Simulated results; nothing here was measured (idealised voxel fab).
The name of this process module is voxel tone inversion.
The cross-section shown here is cut; it is 140 nm wide and divided into square cells measuring 5 nm on a side.
A cross-section in this document is a grid of square cells, and it is written down as bands, the top band listed before the ones below it; a band is made up of one or more rows of cells. Top, bottom (nm), then materials left to right with widths (nm); lone material tagged "edge to edge" fills the whole band edge to edge; "air" = empty space. Heights are reckoned from 0. Under this level, the received wafer is all of one material. The bottommost band is open-ended downward, for example "top 0, no bottom". Graded width ("30->40"): value in top row of band = first number; value in bottom row = second number; row-to-row change constant. "changes: none" for a step: no cell of the cross-section changed in that step. What "Closed internal voids" gives you is every empty space of 8 cells or more that is cut off from the top. Each appears as width x height at distance, with the distance taken from the left edge and width, height and distance all in nm. On a step's line, text after the settings is the simulator commenting on that step. overlay nm: step with mask; distance mask lay right of planned place; negative value = left of planned place.

[List of planned process steps]
step 1: op RECEIVE | material Si
step 2: op CONFORMAL_DEP | material SiCN | thk nm 10
step 3: op DIRECTIONAL_DEP | material aC | thk nm 15
step 4: op PATTERN | tone cover | mask id POSTS | material resist | width nm 15 | pitch nm 30 | thk nm 25 | overlay nm 0
step 5: op DIRECTIONAL_ETCH | etch materials aC | depth nm 15
step 6: op STRIP | etch materials resist
step 7: op FILL_DEP | material lowk | thk nm 10
step 8: op CMP | height nm 25
step 9: op STRIP | etch materials aC

[First of two wafers, processed according to plan]

[Cross-section: wafer on arrival = after step 1]
- top 0, no bottom = Si edge to edge
- Closed internal voids: none

[Presented here is a cross-section of the wafer after step 2 has been performed]
- top 10, bottom 0 = SiCN edge to edge
- Note: structure below 0 unchanged.

[Presented here is a cross-section of the wafer after step 3 has been performed]
- top 25, bottom 10 = aC edge to edge
- Note: structure below 10 unchanged.

[Presented here is a cross-section of the wafer after step 4 has been performed]
- top 50, bottom 25 = air 45 | resist 15 | air 15 | resist 15 | air 50
- Note: structure below 25 unchanged.

[Presented here is a cross-section of the wafer after step 5 has been performed]
- top 35, bottom 25 = air 45 | resist 15 | air 15 | resist 15 | air 50
- top 25, bottom 10 = air 45 | aC 15 | air 15 | aC 15 | air 50
- Note: structure below 10 unchanged.

[Presented here is a cross-section of the wafer after step 6 has been performed]
- top 25, bottom 10 = air 45 | aC 15 | air 15 | aC 15 | air 50
- Note: structure below 10 unchanged.

[Presented here is a cross-section of the wafer after step 7 has been performed]
- top 35, bottom 25 = lowk edge to edge
- top 25, bottom 10 = lowk 45 | aC 15 | lowk 15 | aC 15 | lowk 50
- Note: structure below 10 unchanged.

[Presented here is a cross-section of the wafer after step 8 has been performed]
- top 25, bottom 10 = lowk 45 | aC 15 | lowk 15 | aC 15 | lowk 50
- Note: structure below 10 unchanged.

[Presented here is a cross-section of the wafer after step 9 has been performed]
- top 25, bottom 10 = lowk 45 | air 15 | lowk 15 | air 15 | lowk 50
- Note: structure below 10 unchanged.

[Regarding the second of the two wafers: it shared the first wafer's starting condition and process plan, yet one error occurred during its execution. Its history coincides with that of the first wafer up to and including step 7]

[Cross-section of the second wafer corresponding to the planned conclusion of step 8]
- top 25, bottom 10 = lowk 45 | aC 15 | lowk 15 | aC 15 | lowk 50
- Note: structure below 10 unchanged.

[Cross-section of the second wafer corresponding to the planned conclusion of step 9]
- top 25, bottom 10 = lowk 45 | air 15 | lowk 15 | air 15 | lowk 50
- Note: structure below 10 unchanged.
Here's what went sideways: step 8 of the plan was executed twice over
Upon completion, the cross-sectional profiles of the two wafers are identical; consequently, the error exerts no influence on the quantities computed by this model.
